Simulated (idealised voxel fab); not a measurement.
Module name: voxel transistor to metal (process module)
It is cross-section cut that appears here, measuring 215 nm in width, its square cells being 5 nm in size.
The cross-sections in this document take the form of a grid made of square cells. They are written out as bands, in order from top to bottom. Each band consists of one or more rows of cells. Read a band's entry like this: the first values are the height of its top and the height of its bottom in nm, and what follows is the sequence of materials from left to right, each with its width in nm. Note that "blank" is empty space, and that a single material marked "edge to edge" reaches across the band from edge to edge. Heads up on the height convention: 0 is the point under which the incoming wafer is all one material, and the lowest band has no bottom, it just keeps going down, like "0 and below". A two-number width, for instance "30 to 40", indicates that the width is equal to the first number in the top row of the band and to the second number in the bottom row, and that it changes by a constant amount per row of cells. The cross-section has no changed cell in any step marked "same as before". Closed void roster: empty space of 8 cells or more with no open way to the top, each as width x height at its distance from the left edge, in nm. The remark found on a step's line after its settings is issued by the simulator itself and pertains to that step. overlay nm: on a step with a mask, how far right of its planned place the mask lay; negative means left. Below you will find pairs of cross-sections. In each, one shows the wafer before one process step and the other after it, with the after view ending at the lowest band that changed. Under each pair is the step separating them, along with its settings. Do not assume the pairs form a chain: they can come from different runs of this module on the same starting wafer, and a pair continues from the pair above it only when its "Cross-section, before" entry says so.
Cross-section, before:
> 35 down to 30: TiN 65, then blank 5, then TiN 75, then blank 5, then TiN 65
> 30 down to 15: SiO2 60, then TiN 5, then blank 5, then TiN 5, then SiO2 65, then TiN 5, then blank 5, then TiN 5, then SiO2 60
> 15 down to 0: SiO2 60, then TiN 5, then blank 5, then TiN 5, then SiO2 5, then SiN 5, then TiN 5, then HfO2 5, then W 25, then HfO2 5, then TiN 5, then SiN 5, then SiO2 5, then TiN 5, then blank 5, then TiN 5, then SiO2 60
> 0 down to -5: SiO2 60, then TiN 15, then SiO2 5, then SiN 5, then TiN 5, then HfO2 35, then TiN 5, then SiN 5, then SiO2 5, then TiN 15, then SiO2 60
> -5 down to -10: SiO2 45, then pSi 35, then SiO2 5, then TiN 45, then SiO2 5, then pSi 35, then SiO2 45
> -10 down to -30: SiO2 50, then Si 115, then SiO2 50
> -30 and below: Si edge to edge
> Closed void roster: none
Resultant Cross-Section:
> 40 down to 35: W edge to edge
> 35 down to 30: TiN 65, then W 5, then TiN 75, then W 5, then TiN 65
> 30 down to 15: SiO2 60, then TiN 5, then W 5, then TiN 5, then SiO2 65, then TiN 5, then W 5, then TiN 5, then SiO2 60
> 15 down to 0: SiO2 60, then TiN 5, then W 5, then TiN 5, then SiO2 5, then SiN 5, then TiN 5, then HfO2 5, then W 25, then HfO2 5, then TiN 5, then SiN 5, then SiO2 5, then TiN 5, then W 5, then TiN 5, then SiO2 60
> Below a height of 0, the structure has not been altered.
> Closed void roster: none
The before and after cross-sections above are linked by FILL_DEP,material W,thk nm 5
Cross-section, before: this step begins from the cross-section that the pair just above shows after its step.
Resultant Cross-Section:
> 30 down to 15: SiO2 60, then TiN 5, then W 5, then TiN 5, then SiO2 65, then TiN 5, then W 5, then TiN 5, then SiO2 60
> Below a height of 15, the structure has not been altered.
> Closed void roster: none
The before and after cross-sections above are linked by CMP,height nm 30
Cross-section, before: this step begins from the cross-section that the pair just above shows after its step.
Resultant Cross-Section:
> 35 down to 30: SiCN edge to edge
> Below a height of 30, the structure has not been altered.
> Closed void roster: none
The before and after cross-sections above are linked by CONFORMAL_DEP,material SiCN,thk nm 5
Cross-section, before: this step begins from the cross-section that the pair just above shows after its step.
Resultant Cross-Section:
> 55 down to 35: SiO2 edge to edge
> Below a height of 35, the structure has not been altered.
> Closed void roster: none
The before and after cross-sections above are linked by DIRECTIONAL_DEP,material SiO2,thk nm 20
Cross-section, before: this step begins from the cross-section that the pair just above shows after its step.
Resultant Cross-Section:
> 70 down to 55: resist 60, then blank 15, then resist 65, then blank 15, then resist 60
> Below a height of 55, the structure has not been altered.
> Closed void roster: none
The before and after cross-sections above are linked by PATTERN,tone open,mask id METAL_1,material resist,width nm 15,pitch nm 80,thk nm 15,overlay nm 0
Cross-section, before: this step begins from the cross-section that the pair just above shows after its step.
Resultant Cross-Section:
> 70 down to 55: resist 60, then blank 15, then resist 65, then blank 15, then resist 60
> 55 down to 35: SiO2 60, then blank 15, then SiO2 65, then blank 15, then SiO2 60
> Below a height of 35, the structure has not been altered.
> Closed void roster: none
The before and after cross-sections above are linked by DIRECTIONAL_ETCH,etch materials SiO2,depth nm 20
Cross-section, before: this step begins from the cross-section that the pair just above shows after its step.
Resultant Cross-Section:
> 70 down to 55: resist 60, then blank 15, then resist 65, then blank 15, then resist 60
> 55 down to 35: SiO2 60, then blank 15, then SiO2 65, then blank 15, then SiO2 60
> 35 down to 30: SiCN 60, then blank 15, then SiCN 65, then blank 15, then SiCN 60
> Below a height of 30, the structure has not been altered.
> Closed void roster: none
The before and after cross-sections above are linked by DIRECTIONAL_ETCH,etch materials SiCN,depth nm 5
Cross-section, before: this step begins from the cross-section that the pair just above shows after its step.
Resultant Cross-Section:
> 55 down to 35: SiO2 60, then blank 15, then SiO2 65, then blank 15, then SiO2 60
> Below a height of 35, the structure has not been altered.
> Closed void roster: none
The before and after cross-sections above are linked by STRIP,etch materials resist
Cross-section, before: this step begins from the cross-section that the pair just above shows after its step.
Resultant Cross-Section:
> 60 down to 55: TiN 65, then blank 5, then TiN 75, then blank 5, then TiN 65
> 55 down to 35: SiO2 60, then TiN 5, then blank 5, then TiN 5, then SiO2 65, then TiN 5, then blank 5, then TiN 5, then SiO2 60
> 35 down to 30: SiCN 60, then TiN 15, then SiCN 65, then TiN 15, then SiCN 60
> Below a height of 30, the structure has not been altered.
> Closed void roster: none
The before and after cross-sections above are linked by CONFORMAL_DEP,material TiN,thk nm 5
Cross-section, before: this step begins from the cross-section that the pair just above shows after its step.
Resultant Cross-Section:
> 70 down to 60: Cu edge to edge
> 60 down to 55: TiN 65, then Cu 5, then TiN 75, then Cu 5, then TiN 65
> 55 down to 35: SiO2 60, then TiN 5, then Cu 5, then TiN 5, then SiO2 65, then TiN 5, then Cu 5, then TiN 5, then SiO2 60
> Below a height of 35, the structure has not been altered.
> Closed void roster: none
The before and after cross-sections above are linked by FILL_DEP,material Cu,thk nm 10
Cross-section, before: this step begins from the cross-section that the pair just above shows after its step.
Resultant Cross-Section:
> 55 down to 35: SiO2 60, then TiN 5, then Cu 5, then TiN 5, then SiO2 65, then TiN 5, then Cu 5, then TiN 5, then SiO2 60
> Below a height of 35, the structure has not been altered.
> Closed void roster: none
The before and after cross-sections above are linked by CMP,height nm 55
Cross-section, before: this step begins from the cross-section that the pair just above shows after its step.
Resultant Cross-Section:
> 60 down to 55: blank 55, then Ru 25, then blank 55, then Ru 25, then blank 55
> Below a height of 55, the structure has not been altered.
> Closed void roster: none
The before and after cross-sections above are linked by EPI,material Ru,thk nm 5
Cross-section, before: this step begins from the cross-section that the pair just above shows after its step.
Resultant Cross-Section:
> 65 down to 60: SiCN edge to edge
> 60 down to 55: SiCN 55, then Ru 25, then SiCN 55, then Ru 25, then SiCN 55
> Below a height of 55, the structure has not been altered.
> Closed void roster: none
The before and after cross-sections above are linked by FILL_DEP,material SiCN,thk nm 5
Cross-section, before:
> 40 down to 30: W edge to edge
> 30 down to 25: W 70, then TiN 25, then W 25, then TiN 25, then W 70
> 25 down to 20: TiN 75, then HfO2 15, then TiN 5, then W 25, then TiN 5, then HfO2 15, then TiN 75
> 20 down to 15: HfO2 80, then SiN 5, then HfO2 5, then TiN 5, then W 25, then TiN 5, then HfO2 5, then SiN 5, then HfO2 80
> 15 down to 0: SiO2 80, then SiN 5, then HfO2 5, then TiN 5, then W 25, then TiN 5, then HfO2 5, then SiN 5, then SiO2 80
> 0 down to -5: SiO2 80, then SiN 5, then HfO2 5, then TiN 35, then HfO2 5, then SiN 5, then SiO2 80
> -5 down to -10: SiO2 45, then pSi 35, then SiO2 5, then HfO2 45, then SiO2 5, then pSi 35, then SiO2 45
> -10 down to -30: SiO2 50, then Si 115, then SiO2 50
> -30 and below: Si edge to edge
> Closed void roster: none
Resultant Cross-Section:
> 20 down to 15: HfO2 80, then SiN 5, then HfO2 5, then TiN 5, then W 25, then TiN 5, then HfO2 5, then SiN 5, then HfO2 80
> Below a height of 15, the structure has not been altered.
> Closed void roster: none
The before and after cross-sections above are linked by CMP,height nm 20
Cross-section, before: this step begins from the cross-section that the pair just above shows after its step.
Resultant Cross-Section:
> 35 down to 20: SiO2 edge to edge
> Below a height of 20, the structure has not been altered.
> Closed void roster: none
The before and after cross-sections above are linked by DIRECTIONAL_DEP,material SiO2,thk nm 15
Cross-section, before: this step begins from the cross-section that the pair just above shows after its step.
Resultant Cross-Section:
> 35 down to 20: SiO2 60, then blank 15, then SiO2 65, then blank 15, then SiO2 60
> Below a height of 20, the structure has not been altered.
> Closed void roster: none
The before and after cross-sections above are linked by MASKED_ETCH,tone open,mask id CONTACT,width nm 15,pitch nm 80,etch materials SiO2,depth nm 35,overlay nm 0
Cross-section, before: this step begins from the cross-section that the pair just above shows after its step.
Resultant Cross-Section:
> 40 down to 35: TiN 65, then blank 5, then TiN 75, then blank 5, then TiN 65
> 35 down to 25: SiO2 60, then TiN 5, then blank 5, then TiN 5, then SiO2 65, then TiN 5, then blank 5, then TiN 5, then SiO2 60
> 25 down to 20: SiO2 60, then TiN 15, then SiO2 65, then TiN 15, then SiO2 60
> Below a height of 20, the structure has not been altered.
> Closed void roster: none
The before and after cross-sections above are linked by CONFORMAL_DEP,material TiN,thk nm 5
Cross-section, before: this step begins from the cross-section that the pair just above shows after its step.
Resultant Cross-Section:
> 45 down to 40: W edge to edge
> 40 down to 35: TiN 65, then W 5, then TiN 75, then W 5, then TiN 65
> 35 down to 25: SiO2 60, then TiN 5, then W 5, then TiN 5, then SiO2 65, then TiN 5, then W 5, then TiN 5, then SiO2 60
> Below a height of 25, the structure has not been altered.
> Closed void roster: none
The before and after cross-sections above are linked by FILL_DEP,material W,thk nm 5
Cross-section, before: this step begins from the cross-section that the pair just above shows after its step.
Resultant Cross-Section:
> 30 down to 25: SiO2 60, then TiN 5, then W 5, then TiN 5, then SiO2 65, then TiN 5, then W 5, then TiN 5, then SiO2 60
> Below a height of 25, the structure has not been altered.
> Closed void roster: none
The before and after cross-sections above are linked by CMP,height nm 30
Cross-section, before: this step begins from the cross-section that the pair just above shows after its step.
Resultant Cross-Section:
> 35 down to 30: SiCN edge to edge
> Below a height of 30, the structure has not been altered.
> Closed void roster: none
The before and after cross-sections above are linked by CONFORMAL_DEP,material SiCN,thk nm 5
Cross-section, before: this step begins from the cross-section that the pair just above shows after its step.
Resultant Cross-Section:
> 55 down to 35: SiO2 edge to edge
> Below a height of 35, the structure has not been altered.
> Closed void roster: none
The before and after cross-sections above are linked by DIRECTIONAL_DEP,material SiO2,thk nm 20
Cross-section, before: this step begins from the cross-section that the pair just above shows after its step.
Resultant Cross-Section:
> 70 down to 55: resist 60, then blank 15, then resist 65, then blank 15, then resist 60
> Below a height of 55, the structure has not been altered.
> Closed void roster: none
The before and after cross-sections above are linked by PATTERN,tone open,mask id METAL_1,material resist,width nm 15,pitch nm 80,thk nm 15,overlay nm 0
Cross-section, before: this step begins from the cross-section that the pair just above shows after its step.
Resultant Cross-Section:
> 70 down to 55: resist 60, then blank 15, then resist 65, then blank 15, then resist 60
> 55 down to 35: SiO2 60, then blank 15, then SiO2 65, then blank 15, then SiO2 60
> Below a height of 35, the structure has not been altered.
> Closed void roster: none
The before and after cross-sections above are linked by DIRECTIONAL_ETCH,etch materials SiO2,depth nm 20
Cross-section, before: this step begins from the cross-section that the pair just above shows after its step.
Resultant Cross-Section:
> 70 down to 55: resist 60, then blank 15, then resist 65, then blank 15, then resist 60
> 55 down to 35: SiO2 60, then blank 15, then SiO2 65, then blank 15, then SiO2 60
> 35 down to 30: SiCN 60, then blank 15, then SiCN 65, then blank 15, then SiCN 60
> Below a height of 30, the structure has not been altered.
> Closed void roster: none
The before and after cross-sections above are linked by DIRECTIONAL_ETCH,etch materials SiCN,depth nm 5
Cross-section, before: this step begins from the cross-section that the pair just above shows after its step.
Resultant Cross-Section:
> 55 down to 35: SiO2 60, then blank 15, then SiO2 65, then blank 15, then SiO2 60
> Below a height of 35, the structure has not been altered.
> Closed void roster: none
The before and after cross-sections above are linked by STRIP,etch materials resist
Cross-section, before: this step begins from the cross-section that the pair just above shows after its step.
Resultant Cross-Section:
> 60 down to 55: TiN 65, then blank 5, then TiN 75, then blank 5, then TiN 65
> 55 down to 35: SiO2 60, then TiN 5, then blank 5, then TiN 5, then SiO2 65, then TiN 5, then blank 5, then TiN 5, then SiO2 60
> 35 down to 30: SiCN 60, then TiN 15, then SiCN 65, then TiN 15, then SiCN 60
> Below a height of 30, the structure has not been altered.
> Closed void roster: none
The before and after cross-sections above are linked by CONFORMAL_DEP,material TiN,thk nm 5
Cross-section, before: this step begins from the cross-section that the pair just above shows after its step.
Resultant Cross-Section:
> 70 down to 60: Cu edge to edge
> 60 down to 55: TiN 65, then Cu 5, then TiN 75, then Cu 5, then TiN 65
> 55 down to 35: SiO2 60, then TiN 5, then Cu 5, then TiN 5, then SiO2 65, then TiN 5, then Cu 5, then TiN 5, then SiO2 60
> Below a height of 35, the structure has not been altered.
> Closed void roster: none
The before and after cross-sections above are linked by FILL_DEP,material Cu,thk nm 10
Cross-section, before: this step begins from the cross-section that the pair just above shows after its step.
Resultant Cross-Section:
> 55 down to 35: SiO2 60, then TiN 5, then Cu 5, then TiN 5, then SiO2 65, then TiN 5, then Cu 5, then TiN 5, then SiO2 60
> Below a height of 35, the structure has not been altered.
> Closed void roster: none
The before and after cross-sections above are linked by CMP,height nm 55
Cross-section, before: this step begins from the cross-section that the pair just above shows after its step.
Resultant Cross-Section:
> 60 down to 55: blank 55, then Ru 25, then blank 55, then Ru 25, then blank 55
> Below a height of 55, the structure has not been altered.
> Closed void roster: none
The before and after cross-sections above are linked by EPI,material Ru,thk nm 5
Cross-section, before: this step begins from the cross-section that the pair just above shows after its step.
Resultant Cross-Section:
> 65 down to 60: SiCN edge to edge
> 60 down to 55: SiCN 55, then Ru 25, then SiCN 55, then Ru 25, then SiCN 55
> Below a height of 55, the structure has not been altered.
> Closed void roster: none
The before and after cross-sections above are linked by FILL_DEP,material SiCN,thk nm 5
Cross-section, before:
> 25 down to 10: aC edge to edge
> 10 down to 0: SiN edge to edge
> 0 down to -5: SiO2 edge to edge
> -5 and below: Si edge to edge
> Closed void roster: none
Resultant Cross-Section:
> 55 down to 25: blank 50, then resist 120, then blank 45
> Below a height of 25, the structure has not been altered.
> Closed void roster: none
The before and after cross-sections above are linked by PATTERN,tone cover,mask id ACTIVE,material resist,width nm 120,thk nm 30,overlay nm 0
Cross-section, before: this step begins from the cross-section that the pair just above shows after its step.
Resultant Cross-Section:
> 40 down to 25: blank 50, then resist 120, then blank 45
> 25 down to 10: blank 50, then aC 120, then blank 45
> Below a height of 10, the structure has not been altered.
> Closed void roster: none
The before and after cross-sections above are linked by DIRECTIONAL_ETCH,etch materials aC,depth nm 15
Cross-section, before: this step begins from the cross-section that the pair just above shows after its step.
Resultant Cross-Section:
> 25 down to 10: blank 50, then aC 120, then blank 45
> Below a height of 10, the structure has not been altered.
> Closed void roster: none
The before and after cross-sections above are linked by STRIP,etch materials resist
Cross-section, before: this step begins from the cross-section that the pair just above shows after its step.
Resultant Cross-Section:
> 25 down to 10: blank 50, then aC 120, then blank 45
> 10 down to 0: blank 50, then SiN 120, then blank 45
> Below a height of 0, the structure has not been altered.
> Closed void roster: none
The before and after cross-sections above are linked by DIRECTIONAL_ETCH,etch materials SiN,depth nm 10
Cross-section, before: this step begins from the cross-section that the pair just above shows after its step.
Resultant Cross-Section:
> 25 down to 10: blank 50, then aC 120, then blank 45
> 10 down to 0: blank 50, then SiN 120, then blank 45
> 0 down to -5: blank 50, then SiO2 120, then blank 45
> Below a height of -5, the structure has not been altered.
> Closed void roster: none
The before and after cross-sections above are linked by DIRECTIONAL_ETCH,etch materials SiO2,depth nm 5
Cross-section, before: this step begins from the cross-section that the pair just above shows after its step.
Resultant Cross-Section:
> 25 down to 10: blank 50, then aC 120, then blank 45
> 10 down to 0: blank 50, then SiN 120, then blank 45
> 0 down to -5: blank 50, then SiO2 120, then blank 45
> -5 down to -30: blank 50, then Si 120, then blank 45
> Below a height of -30, the structure has not been altered.
> Closed void roster: none
The before and after cross-sections above are linked by DIRECTIONAL_ETCH,etch materials Si,depth nm 25
Cross-section, before: this step begins from the cross-section that the pair just above shows after its step.
Resultant Cross-Section:
> 10 down to 0: blank 50, then SiN 120, then blank 45
> Below a height of 0, the structure has not been altered.
> Closed void roster: none
The before and after cross-sections above are linked by STRIP,etch materials aC
Cross-section, before: this step begins from the cross-section that the pair just above shows after its step.
Resultant Cross-Section:
> 20 down to 10: SiO2 edge to edge
> 10 down to 0: SiO2 50, then SiN 120, then SiO2 45
> 0 down to -5: SiO2 edge to edge
> -5 down to -30: SiO2 50, then Si 120, then SiO2 45
> Below a height of -30, the structure has not been altered.
> Closed void roster: none
The before and after cross-sections above are linked by FILL_DEP,material SiO2,thk nm 10
Cross-section, before: this step begins from the cross-section that the pair just above shows after its step.
Resultant Cross-Section:
> 10 down to 0: SiO2 50, then SiN 120, then SiO2 45
> Below a height of 0, the structure has not been altered.
> Closed void roster: none
The before and after cross-sections above are linked by CMP,height nm 10
Cross-section, before: this step begins from the cross-section that the pair just above shows after its step.
Resultant Cross-Section:
> 10 down to 0: blank 50, then SiN 120, then blank 45
> Below a height of 0, the structure has not been altered.
> Closed void roster: none
The before and after cross-sections above are linked by SELECTIVE_ETCH,etch materials SiO2,depth nm 10
Cross-section, before: this step begins from the cross-section that the pair just above shows after its step.
Resultant Cross-Section:
> 0 down to -5: SiO2 edge to edge
> Below a height of -5, the structure has not been altered.
> Closed void roster: none
The before and after cross-sections above are linked by STRIP,etch materials SiN
Cross-section, before: this step begins from the cross-section that the pair just above shows after its step.
Resultant Cross-Section:
> -5 down to -30: SiO2 50, then Si 120, then SiO2 45
> Below a height of -30, the structure has not been altered.
> Closed void roster: none
The before and after cross-sections above are linked by SELECTIVE_ETCH,etch materials SiO2,depth nm 5
Cross-section, before: this step begins from the cross-section that the pair just above shows after its step.
Resultant Cross-Section:
> -5 down to -10: SiO2 edge to edge
> Below a height of -10, the structure has not been altered.
> Closed void roster: none
The before and after cross-sections above are linked by OXIDIZE,depth nm 5
Cross-section, before: this step begins from the cross-section that the pair just above shows after its step.
Resultant Cross-Section:
> 20 down to -5: polySi edge to edge
> Below a height of -5, the structure has not been altered.
> Closed void roster: none
The before and after cross-sections above are linked by DIRECTIONAL_DEP,material polySi,thk nm 25
Cross-section, before: this step begins from the cross-section that the pair just above shows after its step.
Resultant Cross-Section:
> 35 down to 20: SiCN edge to edge
> Below a height of 20, the structure has not been altered.
> Closed void roster: none
The before and after cross-sections above are linked by DIRECTIONAL_DEP,material SiCN,thk nm 15
Cross-section, before: this step begins from the cross-section that the pair just above shows after its step.
Resultant Cross-Section:
> 50 down to 35: blank 90, then resist 35, then blank 90
> Below a height of 35, the structure has not been altered.
> Closed void roster: none
The before and after cross-sections above are linked by PATTERN,tone cover,mask id GATE,material resist,width nm 35,thk nm 15,overlay nm 0
Cross-section, before: this step begins from the cross-section that the pair just above shows after its step.
Resultant Cross-Section:
> 50 down to 35: blank 90, then resist 35, then blank 90
> 35 down to 20: blank 90, then SiCN 35, then blank 90
> Below a height of 20, the structure has not been altered.
> Closed void roster: none
The before and after cross-sections above are linked by DIRECTIONAL_ETCH,etch materials SiCN,depth nm 25
Cross-section, before: this step begins from the cross-section that the pair just above shows after its step.
Resultant Cross-Section:
> 50 down to 35: blank 90, then resist 35, then blank 90
> 35 down to 20: blank 90, then SiCN 35, then blank 90
> 20 down to -5: blank 90, then polySi 35, then blank 90
> Below a height of -5, the structure has not been altered.
> Closed void roster: none
The before and after cross-sections above are linked by DIRECTIONAL_ETCH,etch materials polySi,depth nm 35
Cross-section, before: this step begins from the cross-section that the pair just above shows after its step.
Resultant Cross-Section:
> 35 down to 20: blank 90, then SiCN 35, then blank 90
> Below a height of 20, the structure has not been altered.
> Closed void roster: none
The before and after cross-sections above are linked by STRIP,etch materials resist
Cross-section, before: this step begins from the cross-section that the pair just above shows after its step.
Resultant Cross-Section:
> 40 down to 35: blank 85, then SiO2 45, then blank 85
> 35 down to 20: blank 85, then SiO2 5, then SiCN 35, then SiO2 5, then blank 85
> 20 down to 0: blank 85, then SiO2 5, then polySi 35, then SiO2 5, then blank 85
> 0 down to -5: SiO2 90, then polySi 35, then SiO2 90
> Below a height of -5, the structure has not been altered.
> Closed void roster: none
The before and after cross-sections above are linked by CONFORMAL_DEP,material SiO2,thk nm 5
Cross-section, before: this step begins from the cross-section that the pair just above shows after its step.
Resultant Cross-Section:
> 35 down to 20: blank 85, then SiO2 5, then SiCN 35, then SiO2 5, then blank 85
> 20 down to -5: blank 85, then SiO2 5, then polySi 35, then SiO2 5, then blank 85
> Below a height of -5, the structure has not been altered.
> Closed void roster: none
The before and after cross-sections above are linked by DIRECTIONAL_ETCH,etch materials SiO2,depth nm 5
Cross-section, before: this step begins from the cross-section that the pair just above shows after its step.
Resultant Cross-Section:
> 40 down to 35: blank 80, then SiN 55, then blank 80
> 35 down to 20: blank 80, then SiN 5, then SiO2 5, then SiCN 35, then SiO2 5, then SiN 5, then blank 80
> 20 down to 0: blank 80, then SiN 5, then SiO2 5, then polySi 35, then SiO2 5, then SiN 5, then blank 80
> 0 down to -5: SiN 85, then SiO2 5, then polySi 35, then SiO2 5, then SiN 85
> Below a height of -5, the structure has not been altered.
> Closed void roster: none
The before and after cross-sections above are linked by CONFORMAL_DEP,material SiN,thk nm 5
Cross-section, before: this step begins from the cross-section that the pair just above shows after its step.
Resultant Cross-Section:
> 35 down to 20: blank 80, then SiN 5, then SiO2 5, then SiCN 35, then SiO2 5, then SiN 5, then blank 80
> 20 down to -5: blank 80, then SiN 5, then SiO2 5, then polySi 35, then SiO2 5, then SiN 5, then blank 80
> Below a height of -5, the structure has not been altered.
> Closed void roster: none
The before and after cross-sections above are linked by DIRECTIONAL_ETCH,etch materials SiN,depth nm 5
Cross-section, before: this step begins from the cross-section that the pair just above shows after its step.
Resultant Cross-Section:
> 35 down to 30: blank 80, then SiN 5, then blank 5, then SiCN 35, then blank 5, then SiN 5, then blank 80
> 30 down to 20: blank 80, then SiN 5, then SiO2 5, then SiCN 35, then SiO2 5, then SiN 5, then blank 80
> 20 down to -5: blank 80, then SiN 5, then SiO2 5, then polySi 35, then SiO2 5, then SiN 5, then blank 80
> -5 down to -10: blank 80, then SiO2 55, then blank 80
> Below a height of -10, the structure has not been altered.
> Closed void roster: none
The before and after cross-sections above are linked by DIRECTIONAL_ETCH,etch materials SiO2,depth nm 5
Cross-section, before: this step begins from the cross-section that the pair just above shows after its step.
Resultant Cross-Section:
> 35 down to 30: blank 80, then SiN 5, then blank 5, then SiCN 35, then blank 5, then SiN 5, then blank 80
> 30 down to 20: blank 80, then SiN 5, then SiO2 5, then SiCN 35, then SiO2 5, then SiN 5, then blank 80
> 20 down to -5: blank 80, then SiN 5, then SiO2 5, then polySi 35, then SiO2 5, then SiN 5, then blank 80
> -5 down to -10: blank 45, then pSi 35, then SiO2 55, then pSi 40, then blank 40
> Below a height of -10, the structure has not been altered.
> Closed void roster: none
The before and after cross-sections above are linked by EPI,material pSi,thk nm 5
Cross-section, before: this step begins from the cross-section that the pair just above shows after its step.
Resultant Cross-Section:
> 45 down to 35: SiO2 edge to edge
> 35 down to 20: SiO2 80, then SiN 5, then SiO2 5, then SiCN 35, then SiO2 5, then SiN 5, then SiO2 80
> 20 down to -5: SiO2 80, then SiN 5, then SiO2 5, then polySi 35, then SiO2 5, then SiN 5, then SiO2 80
> -5 down to -10: SiO2 45, then pSi 35, then SiO2 55, then pSi 40, then SiO2 40
> Below a height of -10, the structure has not been altered.
> Closed void roster: none
The before and after cross-sections above are linked by FILL_DEP,material SiO2,thk nm 10
Cross-section, before: this step begins from the cross-section that the pair just above shows after its step.
Resultant Cross-Section:
> 20 down to -5: SiO2 80, then SiN 5, then SiO2 5, then polySi 35, then SiO2 5, then SiN 5, then SiO2 80
> Below a height of -5, the structure has not been altered.
> Closed void roster: none
The before and after cross-sections above are linked by CMP,height nm 20
Cross-section, before: this step begins from the cross-section that the pair just above shows after its step.
Resultant Cross-Section:
> 20 down to -5: SiO2 80, then SiN 5, then SiO2 5, then blank 35, then SiO2 5, then SiN 5, then SiO2 80
> Below a height of -5, the structure has not been altered.
> Closed void roster: none
The before and after cross-sections above are linked by STRIP,etch materials polySi
Cross-section, before: this step begins from the cross-section that the pair just above shows after its step.
Resultant Cross-Section:
> 20 down to 15: blank 80, then SiN 5, then blank 45, then SiN 5, then blank 80
> 15 down to -5: SiO2 80, then SiN 5, then blank 45, then SiN 5, then SiO2 80
> -5 down to -10: SiO2 45, then pSi 35, then SiO2 5, then blank 45, then SiO2 5, then pSi 40, then SiO2 40
> Below a height of -10, the structure has not been altered.
> Closed void roster: none
The before and after cross-sections above are linked by SELECTIVE_ETCH,etch materials SiO2,depth nm 5
Cross-section, before: this step begins from the cross-section that the pair just above shows after its step.
Resultant Cross-Section:
> 25 down to 20: blank 75, then HfO2 15, then blank 35, then HfO2 15, then blank 75
> 20 down to 15: HfO2 80, then SiN 5, then HfO2 5, then blank 35, then HfO2 5, then SiN 5, then HfO2 80
> 15 down to -5: SiO2 80, then SiN 5, then HfO2 5, then blank 35, then HfO2 5, then SiN 5, then SiO2 80
> -5 down to -10: SiO2 45, then pSi 35, then SiO2 5, then HfO2 45, then SiO2 5, then pSi 40, then SiO2 40
> Below a height of -10, the structure has not been altered.
> Closed void roster: none
The before and after cross-sections above are linked by CONFORMAL_DEP,material HfO2,thk nm 5
Cross-section, before: this step begins from the cross-section that the pair just above shows after its step.
Resultant Cross-Section:
> 30 down to 25: blank 70, then TiN 25, then blank 25, then TiN 25, then blank 70
> 25 down to 20: TiN 75, then HfO2 15, then TiN 5, then blank 25, then TiN 5, then HfO2 15, then TiN 75
> 20 down to 15: HfO2 80, then SiN 5, then HfO2 5, then TiN 5, then blank 25, then TiN 5, then HfO2 5, then SiN 5, then HfO2 80
> 15 down to 0: SiO2 80, then SiN 5, then HfO2 5, then TiN 5, then blank 25, then TiN 5, then HfO2 5, then SiN 5, then SiO2 80
> 0 down to -5: SiO2 80, then SiN 5, then HfO2 5, then TiN 35, then HfO2 5, then SiN 5, then SiO2 80
> Below a height of -5, the structure has not been altered.
> Closed void roster: none
The before and after cross-sections above are linked by CONFORMAL_DEP,material TiN,thk nm 5
Cross-section, before: this step begins from the cross-section that the pair just above shows after its step.
Resultant Cross-Section:
> 40 down to 30: W edge to edge
> 30 down to 25: W 70, then TiN 25, then W 25, then TiN 25, then W 70
> 25 down to 20: TiN 75, then HfO2 15, then TiN 5, then W 25, then TiN 5, then HfO2 15, then TiN 75
> 20 down to 15: HfO2 80, then SiN 5, then HfO2 5, then TiN 5, then W 25, then TiN 5, then HfO2 5, then SiN 5, then HfO2 80
> 15 down to 0: SiO2 80, then SiN 5, then HfO2 5, then TiN 5, then W 25, then TiN 5, then HfO2 5, then SiN 5, then SiO2 80
> Below a height of 0, the structure has not been altered.
> Closed void roster: none
The before and after cross-sections above are linked by FILL_DEP,material W,thk nm 10
Cross-section, before: this step begins from the cross-section that the pair just above shows after its step.
Resultant Cross-Section:
> 15 down to 0: SiO2 80, then SiN 5, then HfO2 5, then TiN 5, then W 25, then TiN 5, then HfO2 5, then SiN 5, then SiO2 80
> Below a height of 0, the structure has not been altered.
> Closed void roster: none
The before and after cross-sections above are linked by CMP,height nm 15
Cross-section, before: this step begins from the cross-section that the pair just above shows after its step.
Resultant Cross-Section:
> 30 down to 15: SiO2 edge to edge
> Below a height of 15, the structure has not been altered.
> Closed void roster: none
The before and after cross-sections above are linked by DIRECTIONAL_DEP,material SiO2,thk nm 15
Cross-section, before: this step begins from the cross-section that the pair just above shows after its step.
Resultant Cross-Section:
> 30 down to 15: SiO2 60, then blank 15, then SiO2 65, then blank 15, then SiO2 60
> 15 down to 0: SiO2 60, then blank 15, then SiO2 5, then SiN 5, then HfO2 5, then TiN 5, then W 25, then TiN 5, then HfO2 5, then SiN 5, then SiO2 5, then blank 15, then SiO2 60
> 0 down to -5: SiO2 60, then blank 15, then SiO2 5, then SiN 5, then HfO2 5, then TiN 35, then HfO2 5, then SiN 5, then SiO2 5, then blank 15, then SiO2 60
> Below a height of -5, the structure has not been altered.
> Closed void roster: none
The before and after cross-sections above are linked by MASKED_ETCH,tone open,mask id CONTACT,width nm 15,pitch nm 80,etch materials SiO2,depth nm 35,overlay nm 0
Cross-section, before: this step begins from the cross-section that the pair just above shows after its step.
Resultant Cross-Section:
> 35 down to 30: TiN 65, then blank 5, then TiN 75, then blank 5, then TiN 65
> 30 down to 15: SiO2 60, then TiN 5, then blank 5, then TiN 5, then SiO2 65, then TiN 5, then blank 5, then TiN 5, then SiO2 60
> 15 down to 0: SiO2 60, then TiN 5, then blank 5, then TiN 5, then SiO2 5, then SiN 5, then HfO2 5, then TiN 5, then W 25, then TiN 5, then HfO2 5, then SiN 5, then SiO2 5, then TiN 5, then blank 5, then TiN 5, then SiO2 60
> 0 down to -5: SiO2 60, then TiN 15, then SiO2 5, then SiN 5, then HfO2 5, then TiN 35, then HfO2 5, then SiN 5, then SiO2 5, then TiN 15, then SiO2 60
> Below a height of -5, the structure has not been altered.
> Closed void roster: none
The before and after cross-sections above are linked by CONFORMAL_DEP,material TiN,thk nm 5
Cross-section, before: this step begins from the cross-section that the pair just above shows after its step.
Resultant Cross-Section:
> 40 down to 35: W edge to edge
> 35 down to 30: TiN 65, then W 5, then TiN 75, then W 5, then TiN 65
> 30 down to 15: SiO2 60, then TiN 5, then W 5, then TiN 5, then SiO2 65, then TiN 5, then W 5, then TiN 5, then SiO2 60
> 15 down to 0: SiO2 60, then TiN 5, then W 5, then TiN 5, then SiO2 5, then SiN 5, then HfO2 5, then TiN 5, then W 25, then TiN 5, then HfO2 5, then SiN 5, then SiO2 5, then TiN 5, then W 5, then TiN 5, then SiO2 60
> Below a height of 0, the structure has not been altered.
> Closed void roster: none
The before and after cross-sections above are linked by FILL_DEP,material W,thk nm 5
